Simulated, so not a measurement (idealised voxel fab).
This is a process module. Its name is voxel self aligned contacts.
Pictured: cross-section cut, 270 nm wide, on a grid of 5 nm square cells.
Cross-sections here: square-cell grids, written as top-down lists of bands, a band being one or more rows of cells.
Heights first: top, then bottom, in nm. Then materials, left to right, each with a width in nm. "edge to edge" on a single material: fills the band edge to edge. "blank": empty space.
Heights from 0 (as-received wafer is one material below). Bottom band endless downward, as "0 and below".
The expression "30->40" gives the width at the extremes of the band, the first number at its top row of cells and the second at its bottom row, with the width changing by equal amounts from each row to the next in between.
"no modification" after a step means that no cell of the cross-section changed.
"Trapped cavities": empty spaces of 8 cells or more with no open way to the top, each given as width x height at distance, distance from the left edge, all in nm.
That trailing text on a step's line, after the settings, is the simulator's own remark on the step.
A step line may carry the setting "overlay nm", which, for steps involving a mask, states the distance by which the mask lay to the right of its intended position; negative values denote displacement to the left.
Process steps - plan
1. RECEIVE with material Si
2. OXIDIZE with depth nm 5
3. DIRECTIONAL_DEP with material polySi, thk nm 25
4. DIRECTIONAL_DEP with material SiN, thk nm 25
5. DIRECTIONAL_DEP with material aC, thk nm 5
6. PATTERN with tone cover, mask id GATE, material resist, width nm 35, pitch nm 80, thk nm 30, overlay nm 0
7. DIRECTIONAL_ETCH with etch materials aC, depth nm 15
8. STRIP with etch materials resist
9. DIRECTIONAL_ETCH with etch materials SiN, depth nm 25
10. DIRECTIONAL_ETCH with etch materials polySi, depth nm 25
11. STRIP with etch materials aC
12. CONFORMAL_DEP with material SiN, thk nm 10
13. DIRECTIONAL_ETCH with etch materials SiN, depth nm 10
14. FILL_DEP with material SiO2, thk nm 15
15. CMP with height nm 60
16. DIRECTIONAL_DEP with material aC, thk nm 10
17. PATTERN with tone open, mask id CONTACT, material resist, width nm 65, thk nm 25, overlay nm 0
18. DIRECTIONAL_ETCH with etch materials aC, depth nm 10
19. STRIP with etch materials resist
20. DIRECTIONAL_ETCH with etch materials SiO2, depth nm 65
21. STRIP with etch materials aC
22. CONFORMAL_DEP with material TiN, thk nm 5
23. FILL_DEP with material Ru, thk nm 10
24. CMP with height nm 60
25. CONFORMAL_DEP with material SiN, thk nm 5
Same starting wafers, different thk nm at step 5. Plan value belongs to the first wafer.
Cross-section of the first of several wafers as received (after step 1)
  0 and below  Si edge to edge
  Trapped cavities: none
Once step 25, the last step, is complete, the module is at its end; this is the cross-section of the first of several wafers
  65 down to 60  SiN edge to edge
  60 down to 50  SiO2 100 / TiN 5->25 / Ru 55->15 / TiN 5->25 / SiO2 105
  50 down to 25  SiO2 65 / SiN 55 / TiN 5 / Ru 15 / TiN 5 / SiN 55 / SiO2 70
  25 down to 0  SiO2 65 / SiN 10 / polySi 35 / SiN 10 / TiN 5 / Ru 15 / TiN 5 / SiN 10 / polySi 35 / SiN 10 / SiO2 70
  0 down to -5  SiO2 120 / TiN 25 / SiO2 125
  -5 and below  Si edge to edge
  Trapped cavities: none
Last wafer of the set, cross-sectioned at end of module
  65 down to 60  SiN edge to edge
  60 down to 55  SiO2 100 / TiN 5 / Ru 55 / TiN 5 / SiO2 105
  55 down to 50  SiO2 100 / TiN 65 / SiO2 105
  50 down to 25  SiN edge to edge
  25 down to 0  polySi edge to edge
  0 down to -5  SiO2 edge to edge
  -5 and below  Si edge to edge
  Trapped cavities: none
End of module, by wafer: material-by-material cell gain (+) or loss (-) since receipt, then closed voids
thk nm 5, +44 Ru, -54 Si, +204 SiN, +401 SiO2, +37 TiN, +70 polySi, Trapped cavities: none
thk nm 10, +44 Ru, -54 Si, +204 SiN, +401 SiO2, +37 TiN, +70 polySi, Trapped cavities: none
thk nm 15, +44 Ru, -54 Si, +204 SiN, +401 SiO2, +37 TiN, +70 polySi, Trapped cavities: none
thk nm 20, +11 Ru, -54 Si, +324 SiN, +136 SiO2, +15 TiN, +270 polySi, Trapped cavities: none
thk nm 25, +11 Ru, -54 Si, +324 SiN, +136 SiO2, +15 TiN, +270 polySi, Trapped cavities: none
thk nm 30, +11 Ru, -54 Si, +324 SiN, +136 SiO2, +15 TiN, +270 polySi, Trapped cavities: none
